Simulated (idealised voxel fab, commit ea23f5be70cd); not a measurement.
You're looking at the process module voxel transistor to metal.
cross-section cut | 155 nm wide | cells 5 nm
Throughout this document, each cross-section is represented as a grid of square cells and is presented as a sequence of bands enumerated from the top downward, where a band comprises one or more rows of cells.
Top height, bottom height, nm. Materials left to right, width each, nm. Single material + "full width" = fills band edge to edge. "empty" = empty.
Heads up on the height convention: 0 is the point under which the incoming wafer is all one material, and the lowest band has no bottom, it just keeps going down, like "0 and below".
Think of "30..40" as a width that walks from the first number to the second as you go down the band, top row to bottom row, taking equal-sized steps from row to row.
You'll sometimes find "no modifications" written for a step, and that's the way of saying that nowhere in the cross-section did a cell change during that step.
The entry "Closed void catalog" lists the empty spaces that cover at least 8 cells and have no open path to the top. Each is written as width x height at distance, where the distance is measured from the left edge and all three values are in nm.
Read whatever lies past the settings on a step's line as the simulator's own remark about the step.
overlay nm: step with mask; distance mask lay right of planned place; negative value = left of planned place.
Pairs from here to the end. Each: cross-section before one process step, cross-section after it, the latter only as far down as the lowest band that changed. Under each: the step between, and its settings. Mind that the pairs may be taken from different runs of this module on the same starting wafer; whether a pair continues from the pair above depends on its entry headed "Prior to step", and it does only where that entry says so.

# Prior to step
    0 and below  Si full width
    Closed void catalog: none

# Structure After Step
    0 down to -5  SiO2 full width
    Below a height of -5, the structure has not been altered.
    Closed void catalog: none
Intermediate step for the cross-sections above: OXIDIZE (depth nm 5)

Prior to step: The cross-section prior to this step is the one presented after the step of the pair immediately above.

# Structure After Step
    10 down to 0  SiN full width
    Below a height of 0, the structure has not been altered.
    Closed void catalog: none
Intermediate step for the cross-sections above: CONFORMAL_DEP (material SiN; thk nm 10)

Prior to step: The cross-section prior to this step is the one presented after the step of the pair immediately above.

# Structure After Step
    10 down to 0  empty=25 / SiN=105 / empty=25
    Below a height of 0, the structure has not been altered.
    Closed void catalog: none
Intermediate step for the cross-sections above: MASKED_ETCH (tone cover; mask id ACTIVE; width nm 105; etch materials SiN; depth nm 10; overlay nm 0)

Prior to step: The cross-section prior to this step is the one presented after the step of the pair immediately above.

# Structure After Step
    10 down to 0  empty=25 / SiN=105 / empty=25
    0 down to -5  empty=25 / SiO2=105 / empty=25
    Below a height of -5, the structure has not been altered.
    Closed void catalog: none
Intermediate step for the cross-sections above: MASKED_ETCH (tone cover; mask id ACTIVE; width nm 105; etch materials SiO2; depth nm 5; overlay nm 0)

Prior to step: The cross-section prior to this step is the one presented after the step of the pair immediately above.

# Structure After Step
    10 down to 0  empty=25 / SiN=105 / empty=25
    0 down to -5  empty=25 / SiO2=105 / empty=25
    -5 down to -30  empty=25 / Si=105 / empty=25
    Below a height of -30, the structure has not been altered.
    Closed void catalog: none
Intermediate step for the cross-sections above: MASKED_ETCH (tone cover; mask id ACTIVE; width nm 105; etch materials Si; depth nm 25; overlay nm 0)

Prior to step: The cross-section prior to this step is the one presented after the step of the pair immediately above.

# Structure After Step
    10 down to 0  empty=25 / SiN=105 / empty=25
    0 down to -5  empty=25 / SiO2=105 / empty=25
    -5 down to -30  empty=25 / SiO2=5 / Si=95 / SiO2=5 / empty=25
    -30 down to -35  SiO2=30 / Si=95 / SiO2=30
    Below a height of -35, the structure has not been altered.
    Closed void catalog: none
Intermediate step for the cross-sections above: OXIDIZE (depth nm 5)

Prior to step: The cross-section prior to this step is the one presented after the step of the pair immediately above.

# Structure After Step
    15 down to 10  SiO2 full width
    10 down to 0  SiO2=25 / SiN=105 / SiO2=25
    0 down to -5  SiO2 full width
    -5 down to -35  SiO2=30 / Si=95 / SiO2=30
    Below a height of -35, the structure has not been altered.
    Closed void catalog: none
Intermediate step for the cross-sections above: FILL_DEP (material SiO2; thk nm 5)

Prior to step: The cross-section prior to this step is the one presented after the step of the pair immediately above.

# Structure After Step
    10 down to 0  SiO2=25 / SiN=105 / SiO2=25
    Below a height of 0, the structure has not been altered.
    Closed void catalog: none
Intermediate step for the cross-sections above: CMP (height nm 10)

Prior to step: The cross-section prior to this step is the one presented after the step of the pair immediately above.

# Structure After Step
    10 down to 0  empty=25 / SiN=105 / empty=25
    Below a height of 0, the structure has not been altered.
    Closed void catalog: none
Intermediate step for the cross-sections above: SELECTIVE_ETCH (etch materials SiO2; depth nm 10)

Prior to step: The cross-section prior to this step is the one presented after the step of the pair immediately above.

# Structure After Step
    0 down to -5  SiO2 full width
    Below a height of -5, the structure has not been altered.
    Closed void catalog: none
Intermediate step for the cross-sections above: STRIP (etch materials SiN)

Prior to step: The cross-section prior to this step is the one presented after the step of the pair immediately above.

# Structure After Step
    -5 down to -35  SiO2=30 / Si=95 / SiO2=30
    Below a height of -35, the structure has not been altered.
    Closed void catalog: none
Intermediate step for the cross-sections above: SELECTIVE_ETCH (etch materials SiO2; depth nm 5)

Prior to step: The cross-section prior to this step is the one presented after the step of the pair immediately above.

# Structure After Step
    -5 down to -10  SiO2 full width
    Below a height of -10, the structure has not been altered.
    Closed void catalog: none
Intermediate step for the cross-sections above: OXIDIZE (depth nm 5)

Prior to step: The cross-section prior to this step is the one presented after the step of the pair immediately above.

# Structure After Step
    25 down to -5  polySi full width
    Below a height of -5, the structure has not been altered.
    Closed void catalog: none
Intermediate step for the cross-sections above: DIRECTIONAL_DEP (material polySi; thk nm 30)

Prior to step: The cross-section prior to this step is the one presented after the step of the pair immediately above.

# Structure After Step
    40 down to 25  SiCN full width
    Below a height of 25, the structure has not been altered.
    Closed void catalog: none
Intermediate step for the cross-sections above: DIRECTIONAL_DEP (material SiCN; thk nm 15)

Prior to step: The cross-section prior to this step is the one presented after the step of the pair immediately above.

# Structure After Step
    55 down to 40  aC full width
    Below a height of 40, the structure has not been altered.
    Closed void catalog: none
Intermediate step for the cross-sections above: DIRECTIONAL_DEP (material aC; thk nm 15)

Prior to step: The cross-section prior to this step is the one presented after the step of the pair immediately above.

# Structure After Step
    85 down to 55  empty=65 / resist=25 / empty=65
    Below a height of 55, the structure has not been altered.
    Closed void catalog: none
Intermediate step for the cross-sections above: PATTERN (tone cover; mask id GATE; material resist; width nm 25; thk nm 30; overlay nm 0)

Prior to step: The cross-section prior to this step is the one presented after the step of the pair immediately above.

# Structure After Step
    70 down to 55  empty=65 / resist=25 / empty=65
    55 down to 40  empty=65 / aC=25 / empty=65
    Below a height of 40, the structure has not been altered.
    Closed void catalog: none
Intermediate step for the cross-sections above: DIRECTIONAL_ETCH (etch materials aC; depth nm 15)

Prior to step: The cross-section prior to this step is the one presented after the step of the pair immediately above.

# Structure After Step
    55 down to 40  empty=65 / aC=25 / empty=65
    Below a height of 40, the structure has not been altered.
    Closed void catalog: none
Intermediate step for the cross-sections above: STRIP (etch materials resist)

Prior to step: The cross-section prior to this step is the one presented after the step of the pair immediately above.

# Structure After Step
    55 down to 40  empty=65 / aC=25 / empty=65
    40 down to 25  empty=65 / SiCN=25 / empty=65
    Below a height of 25, the structure has not been altered.
    Closed void catalog: none
Intermediate step for the cross-sections above: DIRECTIONAL_ETCH (etch materials SiCN; depth nm 25)

Prior to step: The cross-section prior to this step is the one presented after the step of the pair immediately above.

# Structure After Step
    55 down to 40  empty=65 / aC=25 / empty=65
    40 down to 25  empty=65 / SiCN=25 / empty=65
    25 down to -5  empty=65 / polySi=25 / empty=65
    Below a height of -5, the structure has not been altered.
    Closed void catalog: none
Intermediate step for the cross-sections above: DIRECTIONAL_ETCH (etch materials polySi; depth nm 40)

Prior to step: The cross-section prior to this step is the one presented after the step of the pair immediately above.

# Structure After Step
    40 down to 25  empty=65 / SiCN=25 / empty=65
    Below a height of 25, the structure has not been altered.
    Closed void catalog: none
Intermediate step for the cross-sections above: STRIP (etch materials aC)

Prior to step: The cross-section prior to this step is the one presented after the step of the pair immediately above.

# Structure After Step
    45 down to 40  empty=60 / SiO2=35 / empty=60
    40 down to 25  empty=60 / SiO2=5 / SiCN=25 / SiO2=5 / empty=60
    25 down to 0  empty=60 / SiO2=5 / polySi=25 / SiO2=5 / empty=60
    0 down to -5  SiO2=65 / polySi=25 / SiO2=65
    Below a height of -5, the structure has not been altered.
    Closed void catalog: none
Intermediate step for the cross-sections above: CONFORMAL_DEP (material SiO2; thk nm 5)

Prior to step: The cross-section prior to this step is the one presented after the step of the pair immediately above.

# Structure After Step
    40 down to 25  empty=60 / SiO2=5 / SiCN=25 / SiO2=5 / empty=60
    25 down to -5  empty=60 / SiO2=5 / polySi=25 / SiO2=5 / empty=60
    Below a height of -5, the structure has not been altered.
    Closed void catalog: none
Intermediate step for the cross-sections above: DIRECTIONAL_ETCH (etch materials SiO2; depth nm 5)

Prior to step: The cross-section prior to this step is the one presented after the step of the pair immediately above.

# Structure After Step
    45 down to 40  empty=55 / SiN=45 / empty=55
    40 down to 25  empty=55 / SiN=5 / SiO2=5 / SiCN=25 / SiO2=5 / SiN=5 / empty=55
    25 down to 0  empty=55 / SiN=5 / SiO2=5 / polySi=25 / SiO2=5 / SiN=5 / empty=55
    0 down to -5  SiN=60 / SiO2=5 / polySi=25 / SiO2=5 / SiN=60
    Below a height of -5, the structure has not been altered.
    Closed void catalog: none
Intermediate step for the cross-sections above: CONFORMAL_DEP (material SiN; thk nm 5)

Prior to step: The cross-section prior to this step is the one presented after the step of the pair immediately above.

# Structure After Step
    40 down to 25  empty=55 / SiN=5 / SiO2=5 / SiCN=25 / SiO2=5 / SiN=5 / empty=55
    25 down to -5  empty=55 / SiN=5 / SiO2=5 / polySi=25 / SiO2=5 / SiN=5 / empty=55
    Below a height of -5, the structure has not been altered.
    Closed void catalog: none
Intermediate step for the cross-sections above: DIRECTIONAL_ETCH (etch materials SiN; depth nm 5)

Prior to step: The cross-section prior to this step is the one presented after the step of the pair immediately above.

# Structure After Step
    40 down to 35  empty=55 / SiN=5 / empty=5 / SiCN=25 / empty=5 / SiN=5 / empty=55
    35 down to 25  empty=55 / SiN=5 / SiO2=5 / SiCN=25 / SiO2=5 / SiN=5 / empty=55
    25 down to -5  empty=55 / SiN=5 / SiO2=5 / polySi=25 / SiO2=5 / SiN=5 / empty=55
    -5 down to -10  empty=55 / SiO2=45 / empty=55
    Below a height of -10, the structure has not been altered.
    Closed void catalog: none
Intermediate step for the cross-sections above: DIRECTIONAL_ETCH (etch materials SiO2; depth nm 5)

Prior to step: The cross-section prior to this step is the one presented after the step of the pair immediately above.

# Structure After Step
    40 down to 35  empty=55 / SiN=5 / empty=5 / SiCN=25 / empty=5 / SiN=5 / empty=55
    35 down to 25  empty=55 / SiN=5 / SiO2=5 / SiCN=25 / SiO2=5 / SiN=5 / empty=55
    25 down to -5  empty=55 / SiN=5 / SiO2=5 / polySi=25 / SiO2=5 / SiN=5 / empty=55
    -5 down to -10  empty=25 / nSi=30 / SiO2=45 / nSi=30 / empty=25
    Below a height of -10, the structure has not been altered.
    Closed void catalog: none
Intermediate step for the cross-sections above: EPI (material nSi; thk nm 5)

Prior to step: The cross-section prior to this step is the one presented after the step of the pair immediately above.

# Structure After Step
    50 down to 40  SiO2 full width
    40 down to 25  SiO2=55 / SiN=5 / SiO2=5 / SiCN=25 / SiO2=5 / SiN=5 / SiO2=55
    25 down to -5  SiO2=55 / SiN=5 / SiO2=5 / polySi=25 / SiO2=5 / SiN=5 / SiO2=55
    -5 down to -10  SiO2=25 / nSi=30 / SiO2=45 / nSi=30 / SiO2=25
    Below a height of -10, the structure has not been altered.
    Closed void catalog: none
Intermediate step for the cross-sections above: FILL_DEP (material SiO2; thk nm 10)

Prior to step: The cross-section prior to this step is the one presented after the step of the pair immediately above.

# Structure After Step
    25 down to -5  SiO2=55 / SiN=5 / SiO2=5 / polySi=25 / SiO2=5 / SiN=5 / SiO2=55
    Below a height of -5, the structure has not been altered.
    Closed void catalog: none
Intermediate step for the cross-sections above: CMP (height nm 25)

Prior to step: The cross-section prior to this step is the one presented after the step of the pair immediately above.

# Structure After Step
    25 down to -5  SiO2=55 / SiN=5 / SiO2=5 / empty=25 / SiO2=5 / SiN=5 / SiO2=55
    Below a height of -5, the structure has not been altered.
    Closed void catalog: none
Intermediate step for the cross-sections above: STRIP (etch materials polySi)

Prior to step: The cross-section prior to this step is the one presented after the step of the pair immediately above.

# Structure After Step
    25 down to 20  empty=55 / SiN=5 / empty=35 / SiN=5 / empty=55
    20 down to -5  SiO2=55 / SiN=5 / empty=35 / SiN=5 / SiO2=55
    -5 down to -10  SiO2=25 / nSi=30 / SiO2=5 / empty=35 / SiO2=5 / nSi=30 / SiO2=25
    Below a height of -10, the structure has not been altered.
    Closed void catalog: none
Intermediate step for the cross-sections above: SELECTIVE_ETCH (etch materials SiO2; depth nm 5)

Prior to step: The cross-section prior to this step is the one presented after the step of the pair immediately above.

# Structure After Step
    30 down to 25  empty=50 / HfO2=15 / empty=25 / HfO2=15 / empty=50
    25 down to 20  HfO2=55 / SiN=5 / HfO2=5 / empty=25 / HfO2=5 / SiN=5 / HfO2=55
    20 down to -5  SiO2=55 / SiN=5 / HfO2=5 / empty=25 / HfO2=5 / SiN=5 / SiO2=55
    -5 down to -10  SiO2=25 / nSi=30 / SiO2=5 / HfO2=35 / SiO2=5 / nSi=30 / SiO2=25
    Below a height of -10, the structure has not been altered.
    Closed void catalog: none
Intermediate step for the cross-sections above: CONFORMAL_DEP (material HfO2; thk nm 5)

Prior to step: The cross-section prior to this step is the one presented after the step of the pair immediately above.

# Structure After Step
    35 down to 30  empty=45 / TiN=25 / empty=15 / TiN=25 / empty=45
    30 down to 25  TiN=50 / HfO2=15 / TiN=5 / empty=15 / TiN=5 / HfO2=15 / TiN=50
    25 down to 20  HfO2=55 / SiN=5 / HfO2=5 / TiN=5 / empty=15 / TiN=5 / HfO2=5 / SiN=5 / HfO2=55
    20 down to 0  SiO2=55 / SiN=5 / HfO2=5 / TiN=5 / empty=15 / TiN=5 / HfO2=5 / SiN=5 / SiO2=55
    0 down to -5  SiO2=55 / SiN=5 / HfO2=5 / TiN=25 / HfO2=5 / SiN=5 / SiO2=55
    Below a height of -5, the structure has not been altered.
    Closed void catalog: none
Intermediate step for the cross-sections above: CONFORMAL_DEP (material TiN; thk nm 5)

Prior to step: The cross-section prior to this step is the one presented after the step of the pair immediately above.

# Structure After Step
    40 down to 35  W full width
    35 down to 30  W=45 / TiN=25 / W=15 / TiN=25 / W=45
    30 down to 25  TiN=50 / HfO2=15 / TiN=5 / W=15 / TiN=5 / HfO2=15 / TiN=50
    25 down to 20  HfO2=55 / SiN=5 / HfO2=5 / TiN=5 / W=15 / TiN=5 / HfO2=5 / SiN=5 / HfO2=55
    20 down to 0  SiO2=55 / SiN=5 / HfO2=5 / TiN=5 / W=15 / TiN=5 / HfO2=5 / SiN=5 / SiO2=55
    Below a height of 0, the structure has not been altered.
    Closed void catalog: none
Intermediate step for the cross-sections above: FILL_DEP (material W; thk nm 5)

Prior to step: The cross-section prior to this step is the one presented after the step of the pair immediately above.

# Structure After Step
    20 down to 0  SiO2=55 / SiN=5 / HfO2=5 / TiN=5 / W=15 / TiN=5 / HfO2=5 / SiN=5 / SiO2=55
    Below a height of 0, the structure has not been altered.
    Closed void catalog: none
Intermediate step for the cross-sections above: CMP (height nm 20)

Prior to step: The cross-section prior to this step is the one presented after the step of the pair immediately above.

# Structure After Step
    35 down to 20  SiO2 full width
    Below a height of 20, the structure has not been altered.
    Closed void catalog: none
Intermediate step for the cross-sections above: DIRECTIONAL_DEP (material SiO2; thk nm 15)

Prior to step: The cross-section prior to this step is the one presented after the step of the pair immediately above.

# Structure After Step
    50 down to 35  aC full width
    Below a height of 35, the structure has not been altered.
    Closed void catalog: none
Intermediate step for the cross-sections above: DIRECTIONAL_DEP (material aC; thk nm 15)

Prior to step: The cross-section prior to this step is the one presented after the step of the pair immediately above.

# Structure After Step
    85 down to 50  resist=30 / empty=20 / resist=55 / empty=20 / resist=30
    Below a height of 50, the structure has not been altered.
    Closed void catalog: none
Intermediate step for the cross-sections above: PATTERN (tone open; mask id CONTACT; material resist; width nm 20; pitch nm 75; thk nm 35; overlay nm 0)

Prior to step: The cross-section prior to this step is the one presented after the step of the pair immediately above.

# Structure After Step
    70 down to 50  resist=30 / empty=20 / resist=55 / empty=20 / resist=30
    50 down to 35  aC=30 / empty=20 / aC=55 / empty=20 / aC=30
    Below a height of 35, the structure has not been altered.
    Closed void catalog: none
Intermediate step for the cross-sections above: DIRECTIONAL_ETCH (etch materials aC; depth nm 15)

Prior to step: The cross-section prior to this step is the one presented after the step of the pair immediately above.

# Structure After Step
    50 down to 35  aC=30 / empty=20 / aC=55 / empty=20 / aC=30
    Below a height of 35, the structure has not been altered.
    Closed void catalog: none
Intermediate step for the cross-sections above: STRIP (etch materials resist)

Prior to step: The cross-section prior to this step is the one presented after the step of the pair immediately above.

# Structure After Step
    50 down to 35  aC=30 / empty=20 / aC=55 / empty=20 / aC=30
    35 down to 20  SiO2=30 / empty=20 / SiO2=55 / empty=20 / SiO2=30
    20 down to 0  SiO2=30 / empty=20 / SiO2=5 / SiN=5 / HfO2=5 / TiN=5 / W=15 / TiN=5 / HfO2=5 / SiN=5 / SiO2=5 / empty=20 / SiO2=30
    0 down to -5  SiO2=30 / empty=20 / SiO2=5 / SiN=5 / HfO2=5 / TiN=25 / HfO2=5 / SiN=5 / SiO2=5 / empty=20 / SiO2=30
    Below a height of -5, the structure has not been altered.
    Closed void catalog: none
Intermediate step for the cross-sections above: DIRECTIONAL_ETCH (etch materials SiO2; depth nm 40)

Prior to step: The cross-section prior to this step is the one presented after the step of the pair immediately above.

# Structure After Step
    35 down to 20  SiO2=30 / empty=20 / SiO2=55 / empty=20 / SiO2=30
    Below a height of 20, the structure has not been altered.
    Closed void catalog: none
Intermediate step for the cross-sections above: STRIP (etch materials aC)

Prior to step: The cross-section prior to this step is the one presented after the step of the pair immediately above.

# Structure After Step
    40 down to 35  TiN=35 / empty=10 / TiN=65 / empty=10 / TiN=35
    35 down to 20  SiO2=30 / TiN=5 / empty=10 / TiN=5 / SiO2=55 / TiN=5 / empty=10 / TiN=5 / SiO2=30
    20 down to 0  SiO2=30 / TiN=5 / empty=10 / TiN=5 / SiO2=5 / SiN=5 / HfO2=5 / TiN=5 / W=15 / TiN=5 / HfO2=5 / SiN=5 / SiO2=5 / TiN=5 / empty=10 / TiN=5 / SiO2=30
    0 down to -5  SiO2=30 / TiN=20 / SiO2=5 / SiN=5 / HfO2=5 / TiN=25 / HfO2=5 / SiN=5 / SiO2=5 / TiN=20 / SiO2=30
    Below a height of -5, the structure has not been altered.
    Closed void catalog: none
Intermediate step for the cross-sections above: CONFORMAL_DEP (material TiN; thk nm 5)

Prior to step: The cross-section prior to this step is the one presented after the step of the pair immediately above.

# Structure After Step
    45 down to 40  W full width
    40 down to 35  TiN=35 / W=10 / TiN=65 / W=10 / TiN=35
    35 down to 20  SiO2=30 / TiN=5 / W=10 / TiN=5 / SiO2=55 / TiN=5 / W=10 / TiN=5 / SiO2=30
    20 down to 0  SiO2=30 / TiN=5 / W=10 / TiN=5 / SiO2=5 / SiN=5 / HfO2=5 / TiN=5 / W=15 / TiN=5 / HfO2=5 / SiN=5 / SiO2=5 / TiN=5 / W=10 / TiN=5 / SiO2=30
    Below a height of 0, the structure has not been altered.
    Closed void catalog: none
Intermediate step for the cross-sections above: FILL_DEP (material W; thk nm 5)

Prior to step: The cross-section prior to this step is the one presented after the step of the pair immediately above.

# Structure After Step
    35 down to 20  SiO2=30 / TiN=5 / W=10 / TiN=5 / SiO2=55 / TiN=5 / W=10 / TiN=5 / SiO2=30
    Below a height of 20, the structure has not been altered.
    Closed void catalog: none
Intermediate step for the cross-sections above: CMP (height nm 35)

Prior to step: The cross-section prior to this step is the one presented after the step of the pair immediately above.

# Structure After Step
    40 down to 35  SiCN full width
    Below a height of 35, the structure has not been altered.
    Closed void catalog: none
Intermediate step for the cross-sections above: CONFORMAL_DEP (material SiCN; thk nm 5)

Prior to step: The cross-section prior to this step is the one presented after the step of the pair immediately above.

# Structure After Step
    65 down to 40  lowk full width
    Below a height of 40, the structure has not been altered.
    Closed void catalog: none
Intermediate step for the cross-sections above: DIRECTIONAL_DEP (material lowk; thk nm 25)

Prior to step: The cross-section prior to this step is the one presented after the step of the pair immediately above.

# Structure After Step
    85 down to 65  resist=30 / empty=20 / resist=55 / empty=20 / resist=30
    Below a height of 65, the structure has not been altered.
    Closed void catalog: none
Intermediate step for the cross-sections above: PATTERN (tone open; mask id METAL_1; material resist; width nm 20; pitch nm 75; thk nm 20; overlay nm 0)

Prior to step: The cross-section prior to this step is the one presented after the step of the pair immediately above.

# Structure After Step
    85 down to 65  resist=30 / empty=20 / resist=55 / empty=20 / resist=30
    65 down to 40  lowk=30 / empty=20 / lowk=55 / empty=20 / lowk=30
    Below a height of 40, the structure has not been altered.
    Closed void catalog: none
Intermediate step for the cross-sections above: DIRECTIONAL_ETCH (etch materials lowk; depth nm 25)

Prior to step: The cross-section prior to this step is the one presented after the step of the pair immediately above.

# Structure After Step
    85 down to 65  resist=30 / empty=20 / resist=55 / empty=20 / resist=30
    65 down to 40  lowk=30 / empty=20 / lowk=55 / empty=20 / lowk=30
    40 down to 35  SiCN=30 / empty=20 / SiCN=55 / empty=20 / SiCN=30
    Below a height of 35, the structure has not been altered.
    Closed void catalog: none
Intermediate step for the cross-sections above: DIRECTIONAL_ETCH (etch materials SiCN; depth nm 5)

Prior to step: The cross-section prior to this step is the one presented after the step of the pair immediately above.

# Structure After Step
    65 down to 40  lowk=30 / empty=20 / lowk=55 / empty=20 / lowk=30
    Below a height of 40, the structure has not been altered.
    Closed void catalog: none
Intermediate step for the cross-sections above: STRIP (etch materials resist)

Prior to step: The cross-section prior to this step is the one presented after the step of the pair immediately above.

# Structure After Step
    70 down to 65  TiN=35 / empty=10 / TiN=65 / empty=10 / TiN=35
    65 down to 40  lowk=30 / TiN=5 / empty=10 / TiN=5 / lowk=55 / TiN=5 / empty=10 / TiN=5 / lowk=30
    40 down to 35  SiCN=30 / TiN=20 / SiCN=55 / TiN=20 / SiCN=30
    Below a height of 35, the structure has not been altered.
    Closed void catalog: none
Intermediate step for the cross-sections above: CONFORMAL_DEP (material TiN; thk nm 5)

Prior to step: The cross-section prior to this step is the one presented after the step of the pair immediately above.

# Structure After Step
    75 down to 70  Ru full width
    70 down to 65  TiN=35 / Ru=10 / TiN=65 / Ru=10 / TiN=35
    65 down to 40  lowk=30 / TiN=5 / Ru=10 / TiN=5 / lowk=55 / TiN=5 / Ru=10 / TiN=5 / lowk=30
    Below a height of 40, the structure has not been altered.
    Closed void catalog: none
Intermediate step for the cross-sections above: FILL_DEP (material Ru; thk nm 5)

Prior to step: The cross-section prior to this step is the one presented after the step of the pair immediately above.

# Structure After Step
    65 down to 40  lowk=30 / TiN=5 / Ru=10 / TiN=5 / lowk=55 / TiN=5 / Ru=10 / TiN=5 / lowk=30
    Below a height of 40, the structure has not been altered.
    Closed void catalog: none
Intermediate step for the cross-sections above: CMP (height nm 65)

Prior to step: The cross-section prior to this step is the one presented after the step of the pair immediately above.

# Structure After Step
    70 down to 65  empty=25 / Ru=30 / empty=45 / Ru=30 / empty=25
    Below a height of 65, the structure has not been altered.
    Closed void catalog: none
Intermediate step for the cross-sections above: EPI (material Ru; thk nm 5)

Prior to step: The cross-section prior to this step is the one presented after the step of the pair immediately above.

# Structure After Step
    75 down to 70  SiCN full width
    70 down to 65  SiCN=25 / Ru=30 / SiCN=45 / Ru=30 / SiCN=25
    Below a height of 65, the structure has not been altered.
    Closed void catalog: none
Intermediate step for the cross-sections above: FILL_DEP (material SiCN; thk nm 5)

Prior to step: The cross-section prior to this step is the one presented after the step of the pair immediately above.

# Structure After Step
    105 down to 75  SiO2 full width
    Below a height of 75, the structure has not been altered.
    Closed void catalog: none
Intermediate step for the cross-sections above: DIRECTIONAL_DEP (material SiO2; thk nm 30)

Prior to step: The cross-section prior to this step is the one presented after the step of the pair immediately above.

# Structure After Step
    120 down to 105  resist=30 / empty=15 / resist=60 / empty=15 / resist=35
    Below a height of 105, the structure has not been altered.
    Closed void catalog: none
Intermediate step for the cross-sections above: PATTERN (tone open; mask id METAL_2_HOLES; material resist; width nm 15; pitch nm 75; thk nm 15; overlay nm 0)

Prior to step: The cross-section prior to this step is the one presented after the step of the pair immediately above.

# Structure After Step
    120 down to 105  resist=30 / empty=15 / resist=60 / empty=15 / resist=35
    105 down to 75  SiO2=30 / empty=15 / SiO2=60 / empty=15 / SiO2=35
    Below a height of 75, the structure has not been altered.
    Closed void catalog: none
Intermediate step for the cross-sections above: DIRECTIONAL_ETCH (etch materials SiO2; depth nm 30)

Prior to step: The cross-section prior to this step is the one presented after the step of the pair immediately above.

# Structure After Step
    105 down to 75  SiO2=30 / empty=15 / SiO2=60 / empty=15 / SiO2=35
    Below a height of 75, the structure has not been altered.
    Closed void catalog: none
Intermediate step for the cross-sections above: STRIP (etch materials resist)

Prior to step: The cross-section prior to this step is the one presented after the step of the pair immediately above.

# Structure After Step
    115 down to 105  aC=30 / empty=15 / aC=60 / empty=15 / aC=35
    105 down to 85  SiO2=30 / empty=15 / SiO2=60 / empty=15 / SiO2=35
    85 down to 75  SiO2=30 / aC=15 / SiO2=60 / aC=15 / SiO2=35
    Below a height of 75, the structure has not been altered.
    Closed void catalog: none
Intermediate step for the cross-sections above: DIRECTIONAL_DEP (material aC; thk nm 10)

Prior to step: The cross-section prior to this step is the one presented after the step of the pair immediately above.

# Structure After Step
    140 down to 115  resist=30 / empty=20 / resist=55 / empty=20 / resist=30
    Below a height of 115, the structure has not been altered.
    Closed void catalog: none
Intermediate step for the cross-sections above: PATTERN (tone open; mask id METAL_2; material resist; width nm 20; pitch nm 75; thk nm 25; overlay nm 0)

Prior to step: The cross-section prior to this step is the one presented after the step of the pair immediately above.

# Structure After Step
    130 down to 115  resist=30 / empty=20 / resist=55 / empty=20 / resist=30
    115 down to 105  aC=30 / empty=20 / aC=55 / empty=20 / aC=30
    105 down to 75  SiO2=30 / empty=15 / SiO2=60 / empty=15 / SiO2=35
    Below a height of 75, the structure has not been altered.
    Closed void catalog: none
Intermediate step for the cross-sections above: DIRECTIONAL_ETCH (etch materials aC; depth nm 10)

Prior to step: The cross-section prior to this step is the one presented after the step of the pair immediately above.

# Structure After Step
    115 down to 105  aC=30 / empty=20 / aC=55 / empty=20 / aC=30
    Below a height of 105, the structure has not been altered.
    Closed void catalog: none
Intermediate step for the cross-sections above: STRIP (etch materials resist)

Prior to step: The cross-section prior to this step is the one presented after the step of the pair immediately above.

# Structure After Step
    115 down to 105  aC=30 / empty=20 / aC=55 / empty=20 / aC=30
    105 down to 90  SiO2=30 / empty=20 / SiO2=55 / empty=20 / SiO2=30
    Below a height of 90, the structure has not been altered.
    Closed void catalog: none
Intermediate step for the cross-sections above: DIRECTIONAL_ETCH (etch materials SiO2; depth nm 15)

Prior to step: The cross-section prior to this step is the one presented after the step of the pair immediately above.

# Structure After Step
    115 down to 105  aC=30 / empty=20 / aC=55 / empty=20 / aC=30
    105 down to 90  SiO2=30 / empty=20 / SiO2=55 / empty=20 / SiO2=30
    90 down to 75  SiO2=30 / empty=15 / SiO2=60 / empty=15 / SiO2=35
    75 down to 70  SiCN=30 / empty=15 / SiCN=60 / empty=15 / SiCN=35
    Below a height of 70, the structure has not been altered.
    Closed void catalog: none
Intermediate step for the cross-sections above: DIRECTIONAL_ETCH (etch materials SiCN; depth nm 5)

Prior to step: The cross-section prior to this step is the one presented after the step of the pair immediately above.

# Structure After Step
    105 down to 90  SiO2=30 / empty=20 / SiO2=55 / empty=20 / SiO2=30
    Below a height of 90, the structure has not been altered.
    Closed void catalog: none
Intermediate step for the cross-sections above: STRIP (etch materials aC)

Prior to step: The cross-section prior to this step is the one presented after the step of the pair immediately above.

# Structure After Step
    110 down to 105  TiN=35 / empty=10 / TiN=65 / empty=10 / TiN=35
    105 down to 95  SiO2=30 / TiN=5 / empty=10 / TiN=5 / SiO2=55 / TiN=5 / empty=10 / TiN=5 / SiO2=30
    95 down to 90  SiO2=30 / TiN=5 / empty=5 / TiN=10 / SiO2=55 / TiN=5 / empty=5 / TiN=10 / SiO2=30
    90 down to 75  SiO2=30 / TiN=5 / empty=5 / TiN=5 / SiO2=60 / TiN=5 / empty=5 / TiN=5 / SiO2=35
    75 down to 70  SiCN=30 / TiN=15 / SiCN=60 / TiN=15 / SiCN=35
    Below a height of 70, the structure has not been altered.
    Closed void catalog: none
Intermediate step for the cross-sections above: CONFORMAL_DEP (material TiN; thk nm 5)

Prior to step: The cross-section prior to this step is the one presented after the step of the pair immediately above.

# Structure After Step
    120 down to 110  Cu full width
    110 down to 105  TiN=35 / Cu=10 / TiN=65 / Cu=10 / TiN=35
    105 down to 95  SiO2=30 / TiN=5 / Cu=10 / TiN=5 / SiO2=55 / TiN=5 / Cu=10 / TiN=5 / SiO2=30
    95 down to 90  SiO2=30 / TiN=5 / Cu=5 / TiN=10 / SiO2=55 / TiN=5 / Cu=5 / TiN=10 / SiO2=30
    90 down to 75  SiO2=30 / TiN=5 / Cu=5 / TiN=5 / SiO2=60 / TiN=5 / Cu=5 / TiN=5 / SiO2=35
    Below a height of 75, the structure has not been altered.
    Closed void catalog: none
Intermediate step for the cross-sections above: FILL_DEP (material Cu; thk nm 10)

Prior to step: The cross-section prior to this step is the one presented after the step of the pair immediately above.

# Structure After Step
    105 down to 95  SiO2=30 / TiN=5 / Cu=10 / TiN=5 / SiO2=55 / TiN=5 / Cu=10 / TiN=5 / SiO2=30
    Below a height of 95, the structure has not been altered.
    Closed void catalog: none
Intermediate step for the cross-sections above: CMP (height nm 105)

Prior to step: The cross-section prior to this step is the one presented after the step of the pair immediately above.

# Structure After Step
    110 down to 105  SiCN full width
    Below a height of 105, the structure has not been altered.
    Closed void catalog: none
Intermediate step for the cross-sections above: CONFORMAL_DEP (material SiCN; thk nm 5)
